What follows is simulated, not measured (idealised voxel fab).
process module | voxel released beams
cross-section cut | 195 nm wide | cells 5 nm
A cross-section is a grid of square cells, given in bands from the top down. A band is one or more rows of cells.
Each band's line starts with the height of the band's top and of its bottom, in nm. Then come its materials from left to right, each with its width in nm. One material with "throughout" fills the band from edge to edge. "air" is empty space.
Height 0 is the level under which the wafer as received is all one material. The lowest band goes on downwards, as in "0 down".
A width such as "30 to 40" changes by the same amount from each row of cells to the next, from the band's top row to its bottom row.
"no change" after a step means that no cell of the cross-section changed.
closed voids: empty space of 8 cells or more with no open way to the top, each as width x height at its distance from the left edge, in nm
after a step's settings: what the simulator itself notes on the step
overlay nm, on a step with a mask: how far to the right of its planned place the mask lay; to the left if negative
plan
1 op RECEIVE | material Si
2 op CONFORMAL_DEP | material Al2O3 | thk nm 10
3 op DIRECTIONAL_DEP | material SiO2 | thk nm 15
4 op DIRECTIONAL_DEP | material aC | thk nm 10
5 op PATTERN | tone open | mask id ANCHOR | material resist | width nm 40 | thk nm 30 | overlay nm 0
6 op DIRECTIONAL_ETCH | etch materials aC | depth nm 10
7 op STRIP | etch materials resist
8 op DIRECTIONAL_ETCH | etch materials SiO2 | depth nm 15
9 op STRIP | etch materials aC
10 op CONFORMAL_DEP | material SiN | thk nm 15
11 op MASKED_ETCH | tone cover | mask id BEAM | width nm 85 | etch materials SiN | depth nm 15 | overlay nm 0
12 op STRIP | etch materials SiO2
first wafer, as planned
as received, after step 1
  0 down: Si throughout
  closed voids: none
after step 2
  10 to 0: Al2O3 throughout
  below 0: unchanged
after step 3
  25 to 10: SiO2 throughout
  below 10: unchanged
after step 4
  35 to 25: aC throughout
  below 25: unchanged
after step 5
  65 to 35: resist 55 | air 40 | resist 100
  below 35: unchanged
after step 6
  55 to 35: resist 55 | air 40 | resist 100
  35 to 25: aC 55 | air 40 | aC 100
  below 25: unchanged
after step 7
  35 to 25: aC 55 | air 40 | aC 100
  below 25: unchanged
after step 8
  35 to 25: aC 55 | air 40 | aC 100
  25 to 10: SiO2 55 | air 40 | SiO2 100
  below 10: unchanged
after step 9
  25 to 10: SiO2 55 | air 40 | SiO2 100
  below 10: unchanged
after step 10
  40 to 25: SiN 70 | air 10 | SiN 115
  25 to 10: SiO2 55 | SiN 40 | SiO2 100
  below 10: unchanged
after step 11
  40 to 25: air 50 | SiN 20 | air 10 | SiN 55 | air 60
  below 25: unchanged
after step 12
  40 to 25: air 50 | SiN 20 | air 10 | SiN 55 | air 60
  25 to 10: air 55 | SiN 40 | air 100
  below 10: unchanged
second wafer: like start, like plan, one mistake. Through step 10 it matches the first wafer
when step 11 should have ended
  40 to 25: SiN 50 | air 85 | SiN 60
  25 to 10: SiO2 55 | SiN 15 | air 10 | SiN 15 | SiO2 100
  below 10: unchanged
when step 12 should have ended
  25 to 10: air 55 | SiN 15 | air 10 | SiN 15 | air 100
  below 10: unchanged
what went wrong: step 11 ran as: op MASKED_ETCH | tone open | mask id BEAM | width nm 85 | etch materials SiN | depth nm 15 | overlay nm 0
at the end the second wafer has, in cells: 51 fewer of SiN
